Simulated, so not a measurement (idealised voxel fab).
The name of this process module is voxel self aligned contacts.
Cross-section cut spans 290 nm and uses square cells 5 nm in size.
A cross-section is written here as square cells arranged in a grid, and it is given in bands from the top down, each band taking up one or more rows of cells. Band: top height; bottom height; in nm. Then, left to right: material with width in nm, for each material. "edge to edge": a single material spanning edge to edge. "empty": empty space. Zero point of the height axis is 0; under it, received wafer = one material. Lowest band: continues down indefinitely, "0 nm and below". Per-row width for "30->40": begins at first number (top row of band), ends at second number (bottom row), increment between rows held constant. A step reported as "no change occurred" is a step in which no cell of the cross-section changed. "Closed voids list" specifies each empty space that is not open to the top and that occupies no fewer than 8 cells, using the form width x height at distance, the distance measured from the left edge and all three quantities in nm. What comes after the settings on a step's line is commentary from the simulator itself on that step. The line of a step may include "overlay nm". On a step with a mask, this value is how far to the right of its planned place the mask lay. A negative value means the mask lay to the left.

-- Here's what the planned process steps look like
| 1 | RECEIVE, material Si |
| 2 | CONFORMAL_DEP, material SiO2, thk nm 5 |
| 3 | DIRECTIONAL_DEP, material polySi, thk nm 25 |
| 4 | DIRECTIONAL_DEP, material SiN, thk nm 20 |
| 5 | DIRECTIONAL_DEP, material aC, thk nm 15 |
| 6 | PATTERN, tone cover, mask id GATE, material resist, width nm 30, pitch nm 75, thk nm 30, overlay nm 0 |
| 7 | DIRECTIONAL_ETCH, etch materials aC, depth nm 15 |
| 8 | STRIP, etch materials resist |
| 9 | DIRECTIONAL_ETCH, etch materials SiN, depth nm 20 |
| 10 | DIRECTIONAL_ETCH, etch materials polySi, depth nm 25 |
| 11 | STRIP, etch materials aC |
| 12 | CONFORMAL_DEP, material SiN, thk nm 10 |
| 13 | DIRECTIONAL_ETCH, etch materials SiN, depth nm 10 |
| 14 | FILL_DEP, material SiO2, thk nm 10 |
| 15 | CMP, height nm 55 |
| 16 | MASKED_ETCH, tone open, mask id CONTACT, width nm 55, pitch nm 75, etch materials SiO2, depth nm 55, overlay nm 0 |
| 17 | CONFORMAL_DEP, material TiN, thk nm 5 |
| 18 | FILL_DEP, material W, thk nm 5 |
| 19 | CMP, height nm 55 |
| 20 | CONFORMAL_DEP, material SiN, thk nm 5 |

-- Cross-sectional view of the wafer in its as-received condition, corresponding to the state after step 1
  0 nm and below  Si edge to edge
  Closed voids list: none

-- First wafer of two, sectioned at end of module; run went per plan
  60 nm to 55 nm  SiN edge to edge
  55 nm to 50 nm  SiO2: 80; TiN: 20; W: 15; TiN: 20; SiO2: 20; TiN: 20; W: 15; TiN: 20; SiO2: 80
  50 nm to 30 nm  SiO2: 45; SiN: 50; TiN: 5; W: 15; TiN: 5; SiN: 50; TiN: 5; W: 15; TiN: 5; SiN: 50; SiO2: 45
  30 nm to 5 nm  SiO2: 45; SiN: 10; polySi: 30; SiN: 10; TiN: 5; W: 15; TiN: 5; SiN: 10; polySi: 30; SiN: 10; TiN: 5; W: 15; TiN: 5; SiN: 10; polySi: 30; SiN: 10; SiO2: 45
  5 nm to 0 nm  SiO2: 95; TiN: 25; SiO2: 50; TiN: 25; SiO2: 95
  0 nm and below  Si edge to edge
  Closed voids list: none

-- Second wafer through the module, sectioned at the end: same beginning and same plan as the first wafer, with one mistake in carrying it out
  60 nm to 55 nm  SiN edge to edge
  55 nm to 50 nm  SiO2: 80; TiN: 20; W: 15; TiN: 25; SiO2: 15; TiN: 20; W: 15; TiN: 25; SiO2: 75
  50 nm to 30 nm  SiO2: 45; SiN: 50; TiN: 5; W: 15; TiN: 5; SiN: 50; TiN: 5; W: 15; TiN: 5; SiN: 50; SiO2: 45
  30 nm to 5 nm  SiO2: 45; SiN: 10; polySi: 30; SiN: 10; TiN: 5; W: 15; TiN: 5; SiN: 10; polySi: 30; SiN: 10; TiN: 5; W: 15; TiN: 5; SiN: 10; polySi: 30; SiN: 10; SiO2: 45
  5 nm to 0 nm  SiO2: 95; TiN: 25; SiO2: 50; TiN: 25; SiO2: 95
  0 nm and below  Si edge to edge
  Closed voids list: none
Which mistake was made when the wafer was run? step 16 ran differently from the plan; actual operation with settings: MASKED_ETCH, tone open, mask id CONTACT, width nm 60, pitch nm 75, etch materials SiO2, depth nm 55, overlay nm 0
Final wafer comparison in cells, second versus first, more or fewer per material: 2 fewer of SiO2; 2 more of TiN
